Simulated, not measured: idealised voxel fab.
The name of this process module is voxel wiring stack.
In the cross-section labelled cut, the width is 220 nm and each square cell is 5 nm.
Notation: cross-section as square-cell grid; stated in bands, top first, going down; one or more cell rows per band.
Per band: top height and bottom height in nm, followed by the left-to-right materials and their widths in nm; "throughout" marks a single material spanning edge to edge, "air" marks empty space.
Beneath 0, the wafer as received is one material, and that level is where height counting begins. The lowest band goes on downward without a bottom; it is written like "0 -> down".
Read "30..40" as a graded width: first number on top, second number at the bottom, same change between each pair of neighbouring rows.
Where a step carries "no change", the cross-section came out of it unchanged, cell for cell.
"Enclosed void list": sealed empty spaces, 8 cells or more, no open way to top, listed width x height at distance, with distance from the left edge and width, height and distance in nm.
Note: text after step settings on the step line = simulator remark on that step.
Regarding "overlay nm": on a step with a mask, it is the distance the mask lay to the right of its planned place; a negative value places it to the left.
Each of the pairs that make up the rest of this document says: here is the cross-section before one process step, here is the cross-section after it, drawn only down to the lowest band that changed, and here, under the pair, is the step lying between them with its settings. Different pairs may come from different runs of this module on the same starting wafer, so a pair continues from the pair above it only where its entry headed "Prior to step" says so.
-- Prior to step
135 -> 125 = SiO2 throughout
125 -> 120 = 70 SiO2 / 30 SiCN / 20 SiO2 / 30 SiCN / 70 SiO2
120 -> 100 = 70 SiO2 / 5 SiCN / 20 Ru / 5 SiCN / 20 SiO2 / 5 SiCN / 20 Ru / 5 SiCN / 70 SiO2
100 -> 95 = 75 SiCN / 20 TiN / 30 SiCN / 20 TiN / 75 SiCN
95 -> 85 = 75 SiO2 / 15 Ru / 35 SiO2 / 15 Ru / 80 SiO2
85 -> 80 = 75 SiCN / 15 Ru / 35 SiCN / 15 Ru / 80 SiCN
80 -> 55 = 75 SiO2 / 5 TiN / 10 W / 5 TiN / 30 SiO2 / 5 TiN / 10 W / 5 TiN / 75 SiO2
55 -> 50 = 75 SiCN / 20 TiN / 30 SiCN / 20 TiN / 75 SiCN
50 -> 40 = 75 lowk / 15 Ru / 35 lowk / 15 Ru / 80 lowk
40 -> 35 = 75 SiCN / 15 Ru / 35 SiCN / 15 Ru / 80 SiCN
35 -> 25 = 70 SiO2 / 5 SiN / 20 W / 5 SiN / 20 SiO2 / 5 SiN / 20 W / 5 SiN / 70 SiO2
25 -> 20 = 75 SiN / 20 W / 30 SiN / 20 W / 75 SiN
20 -> 5 = SiO2 throughout
5 -> 0 = TiN throughout
0 -> down = Si throughout
Enclosed void list: none
-- Sectional View, Post-Process
120 -> 100 = 70 SiO2 / 5 SiCN / 20 Ru / 5 SiCN / 20 SiO2 / 5 SiCN / 20 Ru / 5 SiCN / 70 SiO2
Rest of section, below 100: as before.
Enclosed void list: none
The process step bridging the two cross-sections above: CMP [height nm 120]
Prior to step: The cross-section prior to this step is the one presented after the step of the pair immediately above.
-- Sectional View, Post-Process
125 -> 120 = SiN throughout
Rest of section, below 120: as before.
Enclosed void list: none
The process step bridging the two cross-sections above: CONFORMAL_DEP [material SiN] [thk nm 5]
-- Prior to step
95 -> 85 = W throughout
85 -> 80 = 80 TiN / 10 W / 40 TiN / 10 W / 80 TiN
80 -> 55 = 75 SiO2 / 5 TiN / 10 W / 5 TiN / 30 SiO2 / 5 TiN / 10 W / 5 TiN / 75 SiO2
55 -> 50 = 75 SiCN / 20 TiN / 30 SiCN / 20 TiN / 75 SiCN
50 -> 40 = 75 lowk / 15 Ru / 35 lowk / 15 Ru / 80 lowk
40 -> 35 = 75 SiCN / 15 Ru / 35 SiCN / 15 Ru / 80 SiCN
35 -> 20 = 70 SiO2 / 5 SiN / 20 W / 5 SiN / 20 SiO2 / 5 SiN / 20 W / 5 SiN / 70 SiO2
20 -> 15 = 75 SiN / 20 TiN / 30 SiN / 20 TiN / 75 SiN
15 -> 0 = SiO2 throughout
0 -> down = Si throughout
Enclosed void list: none
-- Sectional View, Post-Process
70 -> 55 = 75 SiO2 / 5 TiN / 10 W / 5 TiN / 30 SiO2 / 5 TiN / 10 W / 5 TiN / 75 SiO2
Rest of section, below 55: as before.
Enclosed void list: none
The process step bridging the two cross-sections above: CMP [height nm 70]
Prior to step: The cross-section prior to this step is the one presented after the step of the pair immediately above.
-- Sectional View, Post-Process
75 -> 70 = SiCN throughout
Rest of section, below 70: as before.
Enclosed void list: none
The process step bridging the two cross-sections above: CONFORMAL_DEP [material SiCN] [thk nm 5]
Prior to step: The cross-section prior to this step is the one presented after the step of the pair immediately above.
-- Sectional View, Post-Process
85 -> 75 = SiO2 throughout
Rest of section, below 75: as before.
Enclosed void list: none
The process step bridging the two cross-sections above: DIRECTIONAL_DEP [material SiO2] [thk nm 10]
Prior to step: The cross-section prior to this step is the one presented after the step of the pair immediately above.
-- Sectional View, Post-Process
100 -> 85 = aC throughout
Rest of section, below 85: as before.
Enclosed void list: none
The process step bridging the two cross-sections above: DIRECTIONAL_DEP [material aC] [thk nm 15]
Prior to step: The cross-section prior to this step is the one presented after the step of the pair immediately above.
-- Sectional View, Post-Process
130 -> 100 = 75 resist / 15 air / 35 resist / 15 air / 80 resist
Rest of section, below 100: as before.
Enclosed void list: none
The process step bridging the two cross-sections above: PATTERN [tone open] [mask id PLUG_2] [material resist] [width nm 15] [pitch nm 50] [thk nm 30] [overlay nm 0]
Prior to step: The cross-section prior to this step is the one presented after the step of the pair immediately above.
-- Sectional View, Post-Process
115 -> 100 = 75 resist / 15 air / 35 resist / 15 air / 80 resist
100 -> 85 = 75 aC / 15 air / 35 aC / 15 air / 80 aC
Rest of section, below 85: as before.
Enclosed void list: none
The process step bridging the two cross-sections above: DIRECTIONAL_ETCH [etch materials aC] [depth nm 15]
Prior to step: The cross-section prior to this step is the one presented after the step of the pair immediately above.
-- Sectional View, Post-Process
100 -> 85 = 75 aC / 15 air / 35 aC / 15 air / 80 aC
Rest of section, below 85: as before.
Enclosed void list: none
The process step bridging the two cross-sections above: STRIP [etch materials resist]
Prior to step: The cross-section prior to this step is the one presented after the step of the pair immediately above.
-- Sectional View, Post-Process
100 -> 85 = 75 aC / 15 air / 35 aC / 15 air / 80 aC
85 -> 75 = 75 SiO2 / 15 air / 35 SiO2 / 15 air / 80 SiO2
Rest of section, below 75: as before.
Enclosed void list: none
The process step bridging the two cross-sections above: DIRECTIONAL_ETCH [etch materials SiO2] [depth nm 10]
Prior to step: The cross-section prior to this step is the one presented after the step of the pair immediately above.
-- Sectional View, Post-Process
100 -> 85 = 75 aC / 15 air / 35 aC / 15 air / 80 aC
85 -> 75 = 75 SiO2 / 15 air / 35 SiO2 / 15 air / 80 SiO2
75 -> 70 = 75 SiCN / 15 air / 35 SiCN / 15 air / 80 SiCN
Rest of section, below 70: as before.
Enclosed void list: none
The process step bridging the two cross-sections above: DIRECTIONAL_ETCH [etch materials SiCN] [depth nm 5]
Prior to step: The cross-section prior to this step is the one presented after the step of the pair immediately above.
-- Sectional View, Post-Process
85 -> 75 = 75 SiO2 / 15 air / 35 SiO2 / 15 air / 80 SiO2
Rest of section, below 75: as before.
Enclosed void list: none
The process step bridging the two cross-sections above: STRIP [etch materials aC]
Prior to step: The cross-section prior to this step is the one presented after the step of the pair immediately above.
-- Sectional View, Post-Process
85 -> 80 = 75 SiO2 / 15 air / 35 SiO2 / 15 air / 80 SiO2
80 -> 75 = 75 SiO2 / 15 Ru / 35 SiO2 / 15 Ru / 80 SiO2
75 -> 70 = 75 SiCN / 15 Ru / 35 SiCN / 15 Ru / 80 SiCN
Rest of section, below 70: as before.
Enclosed void list: none
The process step bridging the two cross-sections above: EPI [material Ru] [thk nm 10]
Prior to step: The cross-section prior to this step is the one presented after the step of the pair immediately above.
-- Sectional View, Post-Process
85 -> 75 = 75 SiO2 / 15 Ru / 35 SiO2 / 15 Ru / 80 SiO2
Rest of section, below 75: as before.
Enclosed void list: none
The process step bridging the two cross-sections above: EPI [material Ru] [thk nm 5]
Prior to step: The cross-section prior to this step is the one presented after the step of the pair immediately above.
-- Sectional View, Post-Process
90 -> 85 = TiN throughout
Rest of section, below 85: as before.
Enclosed void list: none
The process step bridging the two cross-sections above: DIRECTIONAL_DEP [material TiN] [thk nm 5]
Prior to step: The cross-section prior to this step is the one presented after the step of the pair immediately above.
-- Sectional View, Post-Process
110 -> 90 = Ru throughout
Rest of section, below 90: as before.
Enclosed void list: none
The process step bridging the two cross-sections above: DIRECTIONAL_DEP [material Ru] [thk nm 20]
Prior to step: The cross-section prior to this step is the one presented after the step of the pair immediately above.
-- Sectional View, Post-Process
110 -> 90 = 75 air / 20 Ru / 30 air / 20 Ru / 75 air
Rest of section, below 90: as before.
Enclosed void list: none
The process step bridging the two cross-sections above: MASKED_ETCH [tone cover] [mask id METAL_3] [width nm 20] [pitch nm 50] [etch materials Ru] [depth nm 20] [overlay nm 0]
Prior to step: The cross-section prior to this step is the one presented after the step of the pair immediately above.
-- Sectional View, Post-Process
110 -> 90 = 75 air / 20 Ru / 30 air / 20 Ru / 75 air
90 -> 85 = 75 air / 20 TiN / 30 air / 20 TiN / 75 air
Rest of section, below 85: as before.
Enclosed void list: none
The process step bridging the two cross-sections above: MASKED_ETCH [tone cover] [mask id METAL_3] [width nm 20] [pitch nm 50] [etch materials TiN] [depth nm 5] [overlay nm 0]
Prior to step: The cross-section prior to this step is the one presented after the step of the pair immediately above.
-- Sectional View, Post-Process
115 -> 110 = 70 air / 30 SiCN / 20 air / 30 SiCN / 70 air
110 -> 90 = 70 air / 5 SiCN / 20 Ru / 5 SiCN / 20 air / 5 SiCN / 20 Ru / 5 SiCN / 70 air
90 -> 85 = 75 SiCN / 20 TiN / 30 SiCN / 20 TiN / 75 SiCN
Rest of section, below 85: as before.
Enclosed void list: none
The process step bridging the two cross-sections above: CONFORMAL_DEP [material SiCN] [thk nm 5]
Prior to step: The cross-section prior to this step is the one presented after the step of the pair immediately above.
-- Sectional View, Post-Process
125 -> 115 = SiO2 throughout
115 -> 110 = 70 SiO2 / 30 SiCN / 20 SiO2 / 30 SiCN / 70 SiO2
110 -> 90 = 70 SiO2 / 5 SiCN / 20 Ru / 5 SiCN / 20 SiO2 / 5 SiCN / 20 Ru / 5 SiCN / 70 SiO2
Rest of section, below 90: as before.
Enclosed void list: none
The process step bridging the two cross-sections above: FILL_DEP [material SiO2] [thk nm 10]
Prior to step: The cross-section prior to this step is the one presented after the step of the pair immediately above.
-- Sectional View, Post-Process
120 -> 115 = SiO2 throughout
Rest of section, below 115: as before.
Enclosed void list: none
The process step bridging the two cross-sections above: CMP [height nm 120]
Prior to step: The cross-section prior to this step is the one presented after the step of the pair immediately above.
-- Sectional View, Post-Process
125 -> 120 = SiN throughout
Rest of section, below 120: as before.
Enclosed void list: none
The process step bridging the two cross-sections above: CONFORMAL_DEP [material SiN] [thk nm 5]
-- Prior to step
80 -> 55 = SiO2 throughout
55 -> 50 = SiCN throughout
50 -> 40 = 75 lowk / 15 Ru / 35 lowk / 15 Ru / 80 lowk
40 -> 35 = 75 SiCN / 15 Ru / 35 SiCN / 15 Ru / 80 SiCN
35 -> 20 = 70 SiO2 / 5 SiN / 20 W / 5 SiN / 20 SiO2 / 5 SiN / 20 W / 5 SiN / 70 SiO2
20 -> 15 = 75 SiN / 20 TiN / 30 SiN / 20 TiN / 75 SiN
15 -> 0 = SiO2 throughout
0 -> down = Si throughout
Enclosed void list: none
-- Sectional View, Post-Process
80 -> 55 = 70 SiO2 / 30 air / 20 SiO2 / 30 air / 70 SiO2
Rest of section, below 55: as before.
Enclosed void list: none
The process step bridging the two cross-sections above: MASKED_ETCH [tone open] [mask id METAL_2] [width nm 30] [pitch nm 50] [etch materials SiO2] [depth nm 25] [overlay nm 0]
Prior to step: The cross-section prior to this step is the one presented after the step of the pair immediately above.
-- Sectional View, Post-Process
80 -> 55 = 70 SiO2 / 30 air / 20 SiO2 / 30 air / 70 SiO2
55 -> 50 = 75 SiCN / 20 air / 30 SiCN / 20 air / 75 SiCN
Rest of section, below 50: as before.
Enclosed void list: none
The process step bridging the two cross-sections above: MASKED_ETCH [tone open] [mask id METAL_2] [width nm 20] [pitch nm 50] [etch materials SiCN] [depth nm 5] [overlay nm 0]
Prior to step: The cross-section prior to this step is the one presented after the step of the pair immediately above.
-- Sectional View, Post-Process
85 -> 80 = 75 TiN / 20 air / 30 TiN / 20 air / 75 TiN
80 -> 60 = 70 SiO2 / 5 TiN / 20 air / 5 TiN / 20 SiO2 / 5 TiN / 20 air / 5 TiN / 70 SiO2
60 -> 55 = 70 SiO2 / 10 TiN / 10 air / 10 TiN / 20 SiO2 / 10 TiN / 10 air / 10 TiN / 70 SiO2
55 -> 50 = 75 SiCN / 20 TiN / 30 SiCN / 20 TiN / 75 SiCN
Rest of section, below 50: as before.
Enclosed void list: none
The process step bridging the two cross-sections above: CONFORMAL_DEP [material TiN] [thk nm 5]
Prior to step: The cross-section prior to this step is the one presented after the step of the pair immediately above.
-- Sectional View, Post-Process
95 -> 85 = W throughout
85 -> 80 = 75 TiN / 20 W / 30 TiN / 20 W / 75 TiN
80 -> 60 = 70 SiO2 / 5 TiN / 20 W / 5 TiN / 20 SiO2 / 5 TiN / 20 W / 5 TiN / 70 SiO2
60 -> 55 = 70 SiO2 / 10 TiN / 10 W / 10 TiN / 20 SiO2 / 10 TiN / 10 W / 10 TiN / 70 SiO2
Rest of section, below 55: as before.
Enclosed void list: none
The process step bridging the two cross-sections above: FILL_DEP [material W] [thk nm 10]
Prior to step: The cross-section prior to this step is the one presented after the step of the pair immediately above.
-- Sectional View, Post-Process
80 -> 60 = 70 SiO2 / 5 TiN / 20 W / 5 TiN / 20 SiO2 / 5 TiN / 20 W / 5 TiN / 70 SiO2
Rest of section, below 60: as before.
Enclosed void list: none
The process step bridging the two cross-sections above: CMP [height nm 80]
Prior to step: The cross-section prior to this step is the one presented after the step of the pair immediately above.
-- Sectional View, Post-Process
85 -> 80 = SiCN throughout
Rest of section, below 80: as before.
Enclosed void list: none
The process step bridging the two cross-sections above: CONFORMAL_DEP [material SiCN] [thk nm 5]
Prior to step: The cross-section prior to this step is the one presented after the step of the pair immediately above.
-- Sectional View, Post-Process
95 -> 85 = SiO2 throughout
Rest of section, below 85: as before.
Enclosed void list: none
The process step bridging the two cross-sections above: DIRECTIONAL_DEP [material SiO2] [thk nm 10]
Prior to step: The cross-section prior to this step is the one presented after the step of the pair immediately above.
-- Sectional View, Post-Process
110 -> 95 = aC throughout
Rest of section, below 95: as before.
Enclosed void list: none
The process step bridging the two cross-sections above: DIRECTIONAL_DEP [material aC] [thk nm 15]
Prior to step: The cross-section prior to this step is the one presented after the step of the pair immediately above.
-- Sectional View, Post-Process
140 -> 110 = 75 resist / 15 air / 35 resist / 15 air / 80 resist
Rest of section, below 110: as before.
Enclosed void list: none
The process step bridging the two cross-sections above: PATTERN [tone open] [mask id PLUG_2] [material resist] [width nm 15] [pitch nm 50] [thk nm 30] [overlay nm 0]
Prior to step: The cross-section prior to this step is the one presented after the step of the pair immediately above.
-- Sectional View, Post-Process
125 -> 110 = 75 resist / 15 air / 35 resist / 15 air / 80 resist
110 -> 95 = 75 aC / 15 air / 35 aC / 15 air / 80 aC
Rest of section, below 95: as before.
Enclosed void list: none
The process step bridging the two cross-sections above: DIRECTIONAL_ETCH [etch materials aC] [depth nm 15]
Prior to step: The cross-section prior to this step is the one presented after the step of the pair immediately above.
-- Sectional View, Post-Process
110 -> 95 = 75 aC / 15 air / 35 aC / 15 air / 80 aC
Rest of section, below 95: as before.
Enclosed void list: none
The process step bridging the two cross-sections above: STRIP [etch materials resist]
Prior to step: The cross-section prior to this step is the one presented after the step of the pair immediately above.
-- Sectional View, Post-Process
110 -> 95 = 75 aC / 15 air / 35 aC / 15 air / 80 aC
95 -> 85 = 75 SiO2 / 15 air / 35 SiO2 / 15 air / 80 SiO2
Rest of section, below 85: as before.
Enclosed void list: none
The process step bridging the two cross-sections above: DIRECTIONAL_ETCH [etch materials SiO2] [depth nm 10]
Prior to step: The cross-section prior to this step is the one presented after the step of the pair immediately above.
-- Sectional View, Post-Process
110 -> 95 = 75 aC / 15 air / 35 aC / 15 air / 80 aC
95 -> 85 = 75 SiO2 / 15 air / 35 SiO2 / 15 air / 80 SiO2
85 -> 80 = 75 SiCN / 15 air / 35 SiCN / 15 air / 80 SiCN
Rest of section, below 80: as before.
Enclosed void list: none
The process step bridging the two cross-sections above: DIRECTIONAL_ETCH [etch materials SiCN] [depth nm 5]
Prior to step: The cross-section prior to this step is the one presented after the step of the pair immediately above.
-- Sectional View, Post-Process
95 -> 85 = 75 SiO2 / 15 air / 35 SiO2 / 15 air / 80 SiO2
Rest of section, below 85: as before.
Enclosed void list: none
The process step bridging the two cross-sections above: STRIP [etch materials aC]
Prior to step: The cross-section prior to this step is the one presented after the step of the pair immediately above.
-- Sectional View, Post-Process
95 -> 90 = 75 SiO2 / 15 air / 35 SiO2 / 15 air / 80 SiO2
90 -> 85 = 75 SiO2 / 15 Ru / 35 SiO2 / 15 Ru / 80 SiO2
85 -> 80 = 75 SiCN / 15 Ru / 35 SiCN / 15 Ru / 80 SiCN
Rest of section, below 80: as before.
Enclosed void list: none
The process step bridging the two cross-sections above: EPI [material Ru] [thk nm 10]
Prior to step: The cross-section prior to this step is the one presented after the step of the pair immediately above.
-- Sectional View, Post-Process
95 -> 85 = 75 SiO2 / 15 Ru / 35 SiO2 / 15 Ru / 80 SiO2
Rest of section, below 85: as before.
Enclosed void list: none
The process step bridging the two cross-sections above: EPI [material Ru] [thk nm 5]
Prior to step: The cross-section prior to this step is the one presented after the step of the pair immediately above.
-- Sectional View, Post-Process
100 -> 95 = TiN throughout
Rest of section, below 95: as before.
Enclosed void list: none
The process step bridging the two cross-sections above: DIRECTIONAL_DEP [material TiN] [thk nm 5]
Prior to step: The cross-section prior to this step is the one presented after the step of the pair immediately above.
-- Sectional View, Post-Process
120 -> 100 = Ru throughout
Rest of section, below 100: as before.
Enclosed void list: none
The process step bridging the two cross-sections above: DIRECTIONAL_DEP [material Ru] [thk nm 20]
Prior to step: The cross-section prior to this step is the one presented after the step of the pair immediately above.
-- Sectional View, Post-Process
120 -> 100 = 75 air / 20 Ru / 30 air / 20 Ru / 75 air
Rest of section, below 100: as before.
Enclosed void list: none
The process step bridging the two cross-sections above: MASKED_ETCH [tone cover] [mask id METAL_3] [width nm 20] [pitch nm 50] [etch materials Ru] [depth nm 20] [overlay nm 0]
Prior to step: The cross-section prior to this step is the one presented after the step of the pair immediately above.
-- Sectional View, Post-Process
120 -> 100 = 75 air / 20 Ru / 30 air / 20 Ru / 75 air
100 -> 95 = 75 air / 20 TiN / 30 air / 20 TiN / 75 air
Rest of section, below 95: as before.
Enclosed void list: none
The process step bridging the two cross-sections above: MASKED_ETCH [tone cover] [mask id METAL_3] [width nm 20] [pitch nm 50] [etch materials TiN] [depth nm 5] [overlay nm 0]
Prior to step: The cross-section prior to this step is the one presented after the step of the pair immediately above.
-- Sectional View, Post-Process
125 -> 120 = 70 air / 30 SiCN / 20 air / 30 SiCN / 70 air
120 -> 100 = 70 air / 5 SiCN / 20 Ru / 5 SiCN / 20 air / 5 SiCN / 20 Ru / 5 SiCN / 70 air
100 -> 95 = 75 SiCN / 20 TiN / 30 SiCN / 20 TiN / 75 SiCN
Rest of section, below 95: as before.
Enclosed void list: none
The process step bridging the two cross-sections above: CONFORMAL_DEP [material SiCN] [thk nm 5]
Prior to step: The cross-section prior to this step is the one presented after the step of the pair immediately above.
-- Sectional View, Post-Process
135 -> 125 = SiO2 throughout
125 -> 120 = 70 SiO2 / 30 SiCN / 20 SiO2 / 30 SiCN / 70 SiO2
120 -> 100 = 70 SiO2 / 5 SiCN / 20 Ru / 5 SiCN / 20 SiO2 / 5 SiCN / 20 Ru / 5 SiCN / 70 SiO2
Rest of section, below 100: as before.
Enclosed void list: none
The process step bridging the two cross-sections above: FILL_DEP [material SiO2] [thk nm 10]
Prior to step: The cross-section prior to this step is the one presented after the step of the pair immediately above.
-- Sectional View, Post-Process
120 -> 100 = 70 SiO2 / 5 SiCN / 20 Ru / 5 SiCN / 20 SiO2 / 5 SiCN / 20 Ru / 5 SiCN / 70 SiO2
Rest of section, below 100: as before.
Enclosed void list: none
The process step bridging the two cross-sections above: CMP [height nm 120]
Prior to step: The cross-section prior to this step is the one presented after the step of the pair immediately above.
-- Sectional View, Post-Process
125 -> 120 = SiN throughout
Rest of section, below 120: as before.
Enclosed void list: none
The process step bridging the two cross-sections above: CONFORMAL_DEP [material SiN] [thk nm 5]
-- Prior to step
65 -> 50 = aC throughout
50 -> 40 = lowk throughout
40 -> 35 = SiCN throughout
35 -> 20 = 70 SiO2 / 5 SiN / 20 W / 5 SiN / 20 SiO2 / 5 SiN / 20 W / 5 SiN / 70 SiO2
20 -> 15 = 75 SiN / 20 TiN / 30 SiN / 20 TiN / 75 SiN
15 -> 0 = SiO2 throughout
0 -> down = Si throughout
Enclosed void list: none
-- Sectional View, Post-Process
95 -> 65 = 85 resist / 15 air / 35 resist / 15 air / 70 resist
Rest of section, below 65: as before.
Enclosed void list: none
The process step bridging the two cross-sections above: PATTERN [tone open] [mask id PLUG_1] [material resist] [width nm 15] [pitch nm 50] [thk nm 30] [overlay nm 10]
Prior to step: The cross-section prior to this step is the one presented after the step of the pair immediately above.
-- Sectional View, Post-Process
80 -> 65 = 85 resist / 15 air / 35 resist / 15 air / 70 resist
65 -> 50 = 85 aC / 15 air / 35 aC / 15 air / 70 aC
Rest of section, below 50: as before.
Enclosed void list: none
The process step bridging the two cross-sections above: DIRECTIONAL_ETCH [etch materials aC] [depth nm 15]
Prior to step: The cross-section prior to this step is the one presented after the step of the pair immediately above.
-- Sectional View, Post-Process
65 -> 50 = 85 aC / 15 air / 35 aC / 15 air / 70 aC
Rest of section, below 50: as before.
Enclosed void list: none
The process step bridging the two cross-sections above: STRIP [etch materials resist]
Prior to step: The cross-section prior to this step is the one presented after the step of the pair immediately above.
-- Sectional View, Post-Process
65 -> 50 = 85 aC / 15 air / 35 aC / 15 air / 70 aC
50 -> 40 = 85 lowk / 15 air / 35 lowk / 15 air / 70 lowk
Rest of section, below 40: as before.
Enclosed void list: none
The process step bridging the two cross-sections above: DIRECTIONAL_ETCH [etch materials lowk] [depth nm 10]
Prior to step: The cross-section prior to this step is the one presented after the step of the pair immediately above.
-- Sectional View, Post-Process
65 -> 50 = 85 aC / 15 air / 35 aC / 15 air / 70 aC
50 -> 40 = 85 lowk / 15 air / 35 lowk / 15 air / 70 lowk
40 -> 35 = 85 SiCN / 15 air / 35 SiCN / 15 air / 70 SiCN
Rest of section, below 35: as before.
Enclosed void list: none
The process step bridging the two cross-sections above: DIRECTIONAL_ETCH [etch materials SiCN] [depth nm 5]
Prior to step: The cross-section prior to this step is the one presented after the step of the pair immediately above.
-- Sectional View, Post-Process
50 -> 40 = 85 lowk / 15 air / 35 lowk / 15 air / 70 lowk
Rest of section, below 40: as before.
Enclosed void list: none
The process step bridging the two cross-sections above: STRIP [etch materials aC]
Prior to step: The cross-section prior to this step is the one presented after the step of the pair immediately above.
-- Sectional View, Post-Process
50 -> 45 = 85 lowk / 15 air / 35 lowk / 15 air / 70 lowk
45 -> 40 = 85 lowk / 15 Ru / 35 lowk / 15 Ru / 70 lowk
40 -> 35 = 85 SiCN / 15 Ru / 35 SiCN / 15 Ru / 70 SiCN
Rest of section, below 35: as before.
Enclosed void list: none
The process step bridging the two cross-sections above: EPI [material Ru] [thk nm 10]
Prior to step: The cross-section prior to this step is the one presented after the step of the pair immediately above.
-- Sectional View, Post-Process
50 -> 40 = 85 lowk / 15 Ru / 35 lowk / 15 Ru / 70 lowk
Rest of section, below 40: as before.
Enclosed void list: none
The process step bridging the two cross-sections above: EPI [material Ru] [thk nm 5]
Prior to step: The cross-section prior to this step is the one presented after the step of the pair immediately above.
-- Sectional View, Post-Process
55 -> 50 = SiCN throughout
Rest of section, below 50: as before.
Enclosed void list: none
The process step bridging the two cross-sections above: CONFORMAL_DEP [material SiCN] [thk nm 5]
Prior to step: The cross-section prior to this step is the one presented after the step of the pair immediately above.
-- Sectional View, Post-Process
80 -> 55 = SiO2 throughout
Rest of section, below 55: as before.
Enclosed void list: none
The process step bridging the two cross-sections above: DIRECTIONAL_DEP [material SiO2] [thk nm 25]
Prior to step: The cross-section prior to this step is the one presented after the step of the pair immediately above.
-- Sectional View, Post-Process
80 -> 55 = 75 SiO2 / 20 air / 30 SiO2 / 20 air / 75 SiO2
Rest of section, below 55: as before.
Enclosed void list: none
The process step bridging the two cross-sections above: MASKED_ETCH [tone open] [mask id METAL_2] [width nm 20] [pitch nm 50] [etch materials SiO2] [depth nm 25] [overlay nm 0]
Prior to step: The cross-section prior to this step is the one presented after the step of the pair immediately above.
-- Sectional View, Post-Process
80 -> 55 = 75 SiO2 / 20 air / 30 SiO2 / 20 air / 75 SiO2
55 -> 50 = 75 SiCN / 20 air / 30 SiCN / 20 air / 75 SiCN
Rest of section, below 50: as before.
Enclosed void list: none
The process step bridging the two cross-sections above: MASKED_ETCH [tone open] [mask id METAL_2] [width nm 20] [pitch nm 50] [etch materials SiCN] [depth nm 5] [overlay nm 0]
Prior to step: The cross-section prior to this step is the one presented after the step of the pair immediately above.
-- Sectional View, Post-Process
85 -> 80 = 80 TiN / 10 air / 40 TiN / 10 air / 80 TiN
80 -> 55 = 75 SiO2 / 5 TiN / 10 air / 5 TiN / 30 SiO2 / 5 TiN / 10 air / 5 TiN / 75 SiO2
55 -> 50 = 75 SiCN / 20 TiN / 30 SiCN / 20 TiN / 75 SiCN
Rest of section, below 50: as before.
Enclosed void list: none
The process step bridging the two cross-sections above: CONFORMAL_DEP [material TiN] [thk nm 5]
Prior to step: The cross-section prior to this step is the one presented after the step of the pair immediately above.
-- Sectional View, Post-Process
95 -> 85 = W throughout
85 -> 80 = 80 TiN / 10 W / 40 TiN / 10 W / 80 TiN
80 -> 55 = 75 SiO2 / 5 TiN / 10 W / 5 TiN / 30 SiO2 / 5 TiN / 10 W / 5 TiN / 75 SiO2
Rest of section, below 55: as before.
Enclosed void list: none
The process step bridging the two cross-sections above: FILL_DEP [material W] [thk nm 10]
Prior to step: The cross-section prior to this step is the one presented after the step of the pair immediately above.
-- Sectional View, Post-Process
80 -> 55 = 75 SiO2 / 5 TiN / 10 W / 5 TiN / 30 SiO2 / 5 TiN / 10 W / 5 TiN / 75 SiO2
Rest of section, below 55: as before.
Enclosed void list: none
The process step bridging the two cross-sections above: CMP [height nm 80]
Prior to step: The cross-section prior to this step is the one presented after the step of the pair immediately above.
-- Sectional View, Post-Process
85 -> 80 = SiCN throughout
Rest of section, below 80: as before.
Enclosed void list: none
The process step bridging the two cross-sections above: CONFORMAL_DEP [material SiCN] [thk nm 5]
Prior to step: The cross-section prior to this step is the one presented after the step of the pair immediately above.
-- Sectional View, Post-Process
95 -> 85 = SiO2 throughout
Rest of section, below 85: as before.
Enclosed void list: none
The process step bridging the two cross-sections above: DIRECTIONAL_DEP [material SiO2] [thk nm 10]
Prior to step: The cross-section prior to this step is the one presented after the step of the pair immediately above.
-- Sectional View, Post-Process
110 -> 95 = aC throughout
Rest of section, below 95: as before.
Enclosed void list: none
The process step bridging the two cross-sections above: DIRECTIONAL_DEP [material aC] [thk nm 15]
Prior to step: The cross-section prior to this step is the one presented after the step of the pair immediately above.
-- Sectional View, Post-Process
140 -> 110 = 75 resist / 15 air / 35 resist / 15 air / 80 resist
Rest of section, below 110: as before.
Enclosed void list: none
The process step bridging the two cross-sections above: PATTERN [tone open] [mask id PLUG_2] [material resist] [width nm 15] [pitch nm 50] [thk nm 30] [overlay nm 0]
Prior to step: The cross-section prior to this step is the one presented after the step of the pair immediately above.
-- Sectional View, Post-Process
125 -> 110 = 75 resist / 15 air / 35 resist / 15 air / 80 resist
110 -> 95 = 75 aC / 15 air / 35 aC / 15 air / 80 aC
Rest of section, below 95: as before.
Enclosed void list: none
The process step bridging the two cross-sections above: DIRECTIONAL_ETCH [etch materials aC] [depth nm 15]
Prior to step: The cross-section prior to this step is the one presented after the step of the pair immediately above.
-- Sectional View, Post-Process
110 -> 95 = 75 aC / 15 air / 35 aC / 15 air / 80 aC
Rest of section, below 95: as before.
Enclosed void list: none
The process step bridging the two cross-sections above: STRIP [etch materials resist]
Prior to step: The cross-section prior to this step is the one presented after the step of the pair immediately above.
-- Sectional View, Post-Process
110 -> 95 = 75 aC / 15 air / 35 aC / 15 air / 80 aC
95 -> 85 = 75 SiO2 / 15 air / 35 SiO2 / 15 air / 80 SiO2
Rest of section, below 85: as before.
Enclosed void list: none
The process step bridging the two cross-sections above: DIRECTIONAL_ETCH [etch materials SiO2] [depth nm 10]
Prior to step: The cross-section prior to this step is the one presented after the step of the pair immediately above.
-- Sectional View, Post-Process
110 -> 95 = 75 aC / 15 air / 35 aC / 15 air / 80 aC
95 -> 85 = 75 SiO2 / 15 air / 35 SiO2 / 15 air / 80 SiO2
85 -> 80 = 75 SiCN / 15 air / 35 SiCN / 15 air / 80 SiCN
Rest of section, below 80: as before.
Enclosed void list: none
The process step bridging the two cross-sections above: DIRECTIONAL_ETCH [etch materials SiCN] [depth nm 5]
Prior to step: The cross-section prior to this step is the one presented after the step of the pair immediately above.
-- Sectional View, Post-Process
95 -> 85 = 75 SiO2 / 15 air / 35 SiO2 / 15 air / 80 SiO2
Rest of section, below 85: as before.
Enclosed void list: none
The process step bridging the two cross-sections above: STRIP [etch materials aC]
Prior to step: The cross-section prior to this step is the one presented after the step of the pair immediately above.
-- Sectional View, Post-Process
95 -> 90 = 75 SiO2 / 15 air / 35 SiO2 / 15 air / 80 SiO2
90 -> 85 = 75 SiO2 / 15 Ru / 35 SiO2 / 15 Ru / 80 SiO2
85 -> 80 = 75 SiCN / 15 Ru / 35 SiCN / 15 Ru / 80 SiCN
Rest of section, below 80: as before.
Enclosed void list: none
The process step bridging the two cross-sections above: EPI [material Ru] [thk nm 10]
Prior to step: The cross-section prior to this step is the one presented after the step of the pair immediately above.
-- Sectional View, Post-Process
95 -> 85 = 75 SiO2 / 15 Ru / 35 SiO2 / 15 Ru / 80 SiO2
Rest of section, below 85: as before.
Enclosed void list: none
The process step bridging the two cross-sections above: EPI [material Ru] [thk nm 5]
Prior to step: The cross-section prior to this step is the one presented after the step of the pair immediately above.
-- Sectional View, Post-Process
100 -> 95 = TiN throughout
Rest of section, below 95: as before.
Enclosed void list: none
The process step bridging the two cross-sections above: DIRECTIONAL_DEP [material TiN] [thk nm 5]
